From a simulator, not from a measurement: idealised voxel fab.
You're looking at the process module voxel gate over fins.
cross-section cut | 240 nm wide | cells 5 nm
Cross-sections here: square-cell grids, written as top-down lists of bands, a band being one or more rows of cells.
Heads up on the band format: heights come first, top then bottom, in nm. After that it's the materials left to right, each with its width in nm. A single material flagged "all across" fills the whole band edge to edge, and "blank" means there's empty space there.
Convention: height 0 is the level below which the wafer, as received, is all one material. The lowest band does not terminate at the bottom but continues downward, represented as "z 0 and below".
When a width is written as two numbers, as in "30->40", the first number is the width in the top row of cells of the band and the second is the width in its bottom row, and the width changes by the same amount from each row to the next.
Key: "no modifications" - step with no changed cell in the cross-section.
"Trapped void list" - sealed voids, min. 8 cells, no opening to top; format: width x height at distance (distance from left edge; nm throughout).
Text after the settings on a step's line: the simulator's own remark on that step.
overlay nm: right-of-plan distance of the mask on a masked step; negative values mean left-of-plan.

Steps in the process plan
step 1: RECEIVE [material Si]
step 2: CONFORMAL_DEP [material SiN] [thk nm 5]
step 3: PATTERN [tone cover] [mask id FINS] [material resist] [width nm 15] [pitch nm 50] [thk nm 15] [overlay nm 0]
step 4: DIRECTIONAL_ETCH [etch materials SiN] [depth nm 5]
step 5: DIRECTIONAL_ETCH [etch materials Si] [depth nm 30]
step 6: STRIP [etch materials resist]
step 7: OXIDIZE [depth nm 5]
step 8: FILL_DEP [material SiO2] [thk nm 5]
step 9: CMP [height nm 5]
step 10: MASKED_ETCH [tone open] [mask id RAIL] [width nm 15] [etch materials SiO2] [depth nm 30] [overlay nm 0]
step 11: CONFORMAL_DEP [material TiN] [thk nm 5]
step 12: FILL_DEP [material W] [thk nm 10]
step 13: CMP [height nm 5]
step 14: SELECTIVE_ETCH [etch materials W Ru TiN] [depth nm 20]
step 15: FILL_DEP [material SiO2] [thk nm 5]
step 16: CMP [height nm 5]
step 17: SELECTIVE_ETCH [etch materials SiO2] [depth nm 15]
step 18: STRIP [etch materials SiN]
step 19: CONFORMAL_DEP [material HfO2] [thk nm 5]
step 20: CONFORMAL_DEP [material TiN] [thk nm 5]
step 21: FILL_DEP [material W] [thk nm 15]
step 22: CMP [height nm 20]
step 23: CONFORMAL_DEP [material SiN] [thk nm 5]

Cross-section of the wafer upon arrival, representing the state reached after step 1
> z 0 and below | Si all across
> Trapped void list: none

First of two wafers: cross-section at end of module, run per plan
> z 25 to 20 | SiN all across
> z 20 to 10 | W all across
> z 10 to 5 | W 80 nm | TiN 25 nm | W 25 nm | TiN 25 nm | W 85 nm
> z 5 to 0 | W 80 nm | TiN 5 nm | HfO2 15 nm | TiN 5 nm | W 25 nm | TiN 5 nm | HfO2 15 nm | TiN 5 nm | W 85 nm
> z 0 to -5 | TiN 85 nm | HfO2 5 nm | Si 5 nm | HfO2 5 nm | TiN 35 nm | HfO2 5 nm | Si 5 nm | HfO2 5 nm | TiN 90 nm
> z -5 to -10 | HfO2 90 nm | Si 5 nm | HfO2 45 nm | Si 5 nm | HfO2 95 nm
> z -10 to -15 | SiO2 90 nm | Si 5 nm | SiO2 45 nm | Si 5 nm | SiO2 95 nm
> z -15 to -20 | SiO2 90 nm | Si 5 nm | SiO2 15 nm | TiN 5 nm | W 5 nm | TiN 5 nm | SiO2 15 nm | Si 5 nm | SiO2 95 nm
> z -20 to -25 | SiO2 90 nm | Si 5 nm | SiO2 15 nm | TiN 15 nm | SiO2 15 nm | Si 5 nm | SiO2 95 nm
> z -25 to -35 | SiO2 90 nm | Si 5 nm | SiO2 45 nm | Si 5 nm | SiO2 95 nm
> z -35 and below | Si all across
> Trapped void list: none

Wafer two, sectioned after the module: the first wafer's start, the first wafer's plan, and one mistake in how it was run
> z 25 to 20 | SiN all across
> z 20 to 10 | W all across
> z 10 to 5 | W 80 nm | TiN 25 nm | W 25 nm | TiN 25 nm | W 85 nm
> z 5 to 0 | W 80 nm | TiN 5 nm | HfO2 15 nm | TiN 5 nm | W 25 nm | TiN 5 nm | HfO2 15 nm | TiN 5 nm | W 85 nm
> z 0 to -5 | TiN 85 nm | HfO2 5 nm | Si 5 nm | HfO2 5 nm | TiN 35 nm | HfO2 5 nm | Si 5 nm | HfO2 5 nm | TiN 90 nm
> z -5 to -10 | HfO2 90 nm | Si 5 nm | HfO2 45 nm | Si 5 nm | HfO2 95 nm
> z -10 to -15 | SiO2 90 nm | Si 5 nm | SiO2 45 nm | Si 5 nm | SiO2 95 nm
> z -15 to -20 | W 80 nm | TiN 5 nm | SiO2 5 nm | Si 5 nm | SiO2 5 nm | TiN 10 nm | SiO2 15 nm | TiN 10 nm | SiO2 5 nm | Si 5 nm | SiO2 5 nm | TiN 5 nm | W 85 nm
> z -20 to -25 | TiN 85 nm | SiO2 5 nm | Si 5 nm | SiO2 5 nm | TiN 10 nm | SiO2 15 nm | TiN 10 nm | SiO2 5 nm | Si 5 nm | SiO2 5 nm | TiN 90 nm
> z -25 to -35 | SiO2 90 nm | Si 5 nm | SiO2 45 nm | Si 5 nm | SiO2 95 nm
> z -35 and below | Si all across
> Trapped void list: none
what went wrong: not per plan at step 10, really ran MASKED_ETCH [tone cover] [mask id RAIL] [width nm 15] [etch materials SiO2] [depth nm 30] [overlay nm 0]
Final cells, second wafer relative to first, materials higher or lower: 72 fewer of SiO2; 40 more of TiN; 32 more of W
